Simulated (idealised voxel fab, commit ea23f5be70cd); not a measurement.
voxel ribs on slabs: a process module
Shown is cross-section cut, with a width of 290 nm and square cells of size 5 nm.
In this document a cross-section is written as a grid of square cells. It is given as a series of bands, listed from the top down, and a band is one or more rows of cells.
This entry defines a band. It first specifies the height of the band's top and the height of its bottom in nm, and then specifies the band's materials from left to right, stating each material with its width in nm. The word "everywhere" identifies a single material that fills the band from edge to edge, while the word "air" identifies empty space.
Note: height 0 marks the level under which the wafer is uniformly one material as received. Lowest band unbounded below, written "0 -> down".
The two numbers in a width such as "30 to 40" mark its ends across the band: the first belongs to the top row of cells, the second to the bottom row, and from each row to the next the width moves by the same amount.
Where the words "left unchanged" appear for a step, the cross-section shows no cell changed by that step; every cell remained as before.
You'll see "Fully sealed cavities" listing empty spaces that have no way open to the top, as long as they're 8 cells or more; the notation is width x height at distance, where the distance is from the left edge, and all of it is in nm.
after a step's settings: what the simulator itself notes on the step
overlay nm: for a step with a mask, the amount by which the mask lay right of where it was planned; a negative amount means left of it.
These are the steps we planned for the process:
1: RECEIVE with material Si
2: DIRECTIONAL_DEP with material SiO2, thk nm 30
3: DIRECTIONAL_DEP with material polySi, thk nm 20
4: MASKED_ETCH with tone cover, mask id RIB, width nm 25, etch materials polySi, depth nm 5, overlay nm 0
5: PATTERN with tone cover, mask id SLAB, material resist, width nm 55, thk nm 15, overlay nm 0
6: DIRECTIONAL_ETCH with etch materials polySi, depth nm 15
7: STRIP with etch materials resist
8: FILL_DEP with material SiO2, thk nm 20
9: CMP with height nm 60
10: DIRECTIONAL_DEP with material W, thk nm 5
11: MASKED_ETCH with tone cover, mask id HEATER, width nm 35, etch materials W, depth nm 5, overlay nm 0
12: CONFORMAL_DEP with material SiN, thk nm 10
The first of the two wafers, which ran as planned:
Step 1 complete: cross-section of the wafer as received:
  0 -> down  Si everywhere
  Fully sealed cavities: none
Take a look at the wafer's cross-section after step 2:
  30 -> 0  SiO2 everywhere
  Below 0, no change.
Take a look at the wafer's cross-section after step 3:
  50 -> 30  polySi everywhere
  Below 30, no change.
Take a look at the wafer's cross-section after step 4:
  50 -> 45  air 130 / polySi 25 / air 135
  Below 45, no change.
Take a look at the wafer's cross-section after step 5:
  65 -> 50  air 115 / resist 55 / air 120
  50 -> 45  air 115 / resist 15 / polySi 25 / resist 15 / air 120
  Below 45, no change.
Take a look at the wafer's cross-section after step 6:
  65 -> 50  air 115 / resist 55 / air 120
  50 -> 45  air 115 / resist 15 / polySi 25 / resist 15 / air 120
  45 -> 30  air 115 / polySi 55 / air 120
  Below 30, no change.
Take a look at the wafer's cross-section after step 7:
  50 -> 45  air 130 / polySi 25 / air 135
  Below 45, no change.
Take a look at the wafer's cross-section after step 8:
  70 -> 50  SiO2 everywhere
  50 -> 45  SiO2 130 / polySi 25 / SiO2 135
  45 -> 30  SiO2 115 / polySi 55 / SiO2 120
  Below 30, no change.
Take a look at the wafer's cross-section after step 9:
  60 -> 50  SiO2 everywhere
  Below 50, no change.
Take a look at the wafer's cross-section after step 10:
  65 -> 60  W everywhere
  Below 60, no change.
Take a look at the wafer's cross-section after step 11:
  65 -> 60  air 125 / W 35 / air 130
  Below 60, no change.
Take a look at the wafer's cross-section after step 12:
  75 -> 70  air 115 / SiN 55 / air 120
  70 -> 65  SiN everywhere
  65 -> 60  SiN 125 / W 35 / SiN 130
  Below 60, no change.
The second wafer began exactly as the first did and followed the same plan, but one mistake was made while running it; through step 3 inclusive, the two wafers are identical:
Second wafer, sectioned view, at step 4's planned end time:
  50 -> 45  polySi 130 / air 25 / polySi 135
  Below 45, no change.
Second wafer, sectioned view, at step 5's planned end time:
  65 -> 50  air 115 / resist 55 / air 120
  50 -> 45  polySi 130 / resist 25 / polySi 135
  Below 45, no change.
Second wafer, sectioned view, at step 6's planned end time:
  65 -> 50  air 115 / resist 55 / air 120
  50 -> 45  air 115 / polySi 15 / resist 25 / polySi 15 / air 120
  45 -> 35  air 115 / polySi 55 / air 120
  Below 35, no change.
Second wafer, sectioned view, at step 7's planned end time:
  50 -> 45  air 115 / polySi 15 / air 25 / polySi 15 / air 120
  Below 45, no change.
Second wafer, sectioned view, at step 8's planned end time:
  70 -> 50  SiO2 everywhere
  50 -> 45  SiO2 115 / polySi 15 / SiO2 25 / polySi 15 / SiO2 120
  45 -> 35  SiO2 115 / polySi 55 / SiO2 120
  Below 35, no change.
Second wafer, sectioned view, at step 9's planned end time:
  60 -> 50  SiO2 everywhere
  Below 50, no change.
Second wafer, sectioned view, at step 10's planned end time:
  65 -> 60  W everywhere
  Below 60, no change.
Second wafer, sectioned view, at step 11's planned end time:
  65 -> 60  air 125 / W 35 / air 130
  Below 60, no change.
Second wafer, sectioned view, at step 12's planned end time:
  75 -> 70  air 115 / SiN 55 / air 120
  70 -> 65  SiN everywhere
  65 -> 60  SiN 125 / W 35 / SiN 130
  Below 60, no change.
What went wrong in running the wafer? the process deviated at step 4: the operation and settings actually run there were MASKED_ETCH with tone open, mask id RIB, width nm 25, etch materials polySi, depth nm 5, overlay nm 0
Wrapping up, a cell-based count of both wafers puts the second over or under the first for these materials: -48 SiO2; +48 polySi
